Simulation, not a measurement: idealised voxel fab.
Proc. module: voxel capacitor over wiring
255 nm wide, 5 nm square cells: that's cross-section cut.
Just so we're on the same page, the cross-sections are grids of square cells, and they're listed out in bands top to bottom, each band one or more rows deep. This entry defines a band. It first specifies the height of the band's top and the height of its bottom in nm, and then specifies the band's materials from left to right, stating each material with its width in nm. The word "full width" identifies a single material that fills the band from edge to edge, while the word "blank" identifies empty space. Height is counted from the level 0, under which the received wafer is composed throughout of one material. The lowest of the bands is not closed at the bottom but continues downward, in the notation "0 and below". Think of "30->40" as a width that walks from the first number to the second as you go down the band, top row to bottom row, taking equal-sized steps from row to row. A step reported as "nothing was modified" is a step in which no cell of the cross-section changed. Any empty space of 8 cells or more lacking an open way to the top shows up in "Listed closed voids" as width x height at distance, distance from the left edge, in nm. Formally, on a step line, whatever follows the settings is a remark that the simulator itself makes on the step. overlay nm: right-of-plan distance of the mask on a masked step; negative values mean left-of-plan.

-- These are the steps we planned for the process
1 op RECEIVE | material Si
2 op CONFORMAL_DEP | material SiO2 | thk nm 15
3 op DIRECTIONAL_DEP | material TiN | thk nm 5
4 op DIRECTIONAL_DEP | material Ru | thk nm 25
5 op MASKED_ETCH | tone cover | mask id METAL_1 | width nm 20 | pitch nm 85 | etch materials Ru | depth nm 25 | overlay nm 0
6 op MASKED_ETCH | tone cover | mask id METAL_1 | width nm 20 | pitch nm 85 | etch materials TiN | depth nm 5 | overlay nm 0
7 op FILL_DEP | material SiO2 | thk nm 10
8 op CMP | height nm 45
9 op CONFORMAL_DEP | material SiCN | thk nm 5
10 op DIRECTIONAL_DEP | material SiO2 | thk nm 20
11 op DIRECTIONAL_DEP | material aC | thk nm 10
12 op PATTERN | tone open | mask id PLUG_1 | material resist | width nm 15 | thk nm 30 | overlay nm 0
13 op DIRECTIONAL_ETCH | etch materials aC | depth nm 10
14 op STRIP | etch materials resist
15 op DIRECTIONAL_ETCH | etch materials SiO2 | depth nm 20
16 op DIRECTIONAL_ETCH | etch materials SiCN | depth nm 5
17 op STRIP | etch materials aC
18 op EPI | material Ru | thk nm 10
19 op EPI | material Ru | thk nm 10
20 op EPI | material Ru | thk nm 5
21 op DIRECTIONAL_DEP | material TiN | thk nm 5
22 op DIRECTIONAL_DEP | material HfO2 | thk nm 5
23 op DIRECTIONAL_DEP | material TiN | thk nm 5
24 op MASKED_ETCH | tone cover | mask id UPPER_PLATE | width nm 70 | etch materials TiN | depth nm 5 | overlay nm 0
25 op MASKED_ETCH | tone cover | mask id UPPER_PLATE | width nm 70 | etch materials HfO2 | depth nm 5 | overlay nm 0
26 op MASKED_ETCH | tone cover | mask id LOWER_PLATE | width nm 80 | etch materials TiN | depth nm 5 | overlay nm 0
27 op FILL_DEP | material SiO2 | thk nm 15
28 op CMP | height nm 95
29 op PATTERN | tone open | mask id PLUG_2 | material resist | width nm 15 | thk nm 15 | overlay nm 0
30 op DIRECTIONAL_ETCH | etch materials SiO2 | depth nm 10
31 op STRIP | etch materials resist
32 op CONFORMAL_DEP | material TiN | thk nm 5
33 op FILL_DEP | material Ru | thk nm 10
34 op CMP | height nm 95
35 op CONFORMAL_DEP | material SiCN | thk nm 5

-- Step 1 complete: cross-section of the wafer as received
    0 and below = Si full width
    Listed closed voids: none

-- Final cross-section, module run with one mistake (start and plan as above)
    100 down to 95 = SiCN full width
    95 down to 90 = SiO2 100; TiN 5; Ru 5; TiN 5; SiO2 140
    90 down to 80 = SiO2 100->80; TiN 15->70; SiO2 140->105
    80 down to 75 = SiO2 80; HfO2 70; SiO2 105
    75 down to 70 = SiO2 75; TiN 80; SiO2 100
    70 down to 50 = SiO2 80; Ru 15; SiO2 160
    50 down to 45 = SiCN 80; Ru 15; SiCN 160
    45 down to 20 = SiO2 75; Ru 20; SiO2 65; Ru 20; SiO2 75
    20 down to 15 = SiO2 75; TiN 20; SiO2 65; TiN 20; SiO2 75
    15 down to 0 = SiO2 full width
    0 and below = Si full width
    Listed closed voids: none
Diagnosis: for step 29, the planned setting was not used; the step was instead run as op PATTERN | tone open | mask id PLUG_2 | material resist | width nm 15 | thk nm 15 | overlay nm 10
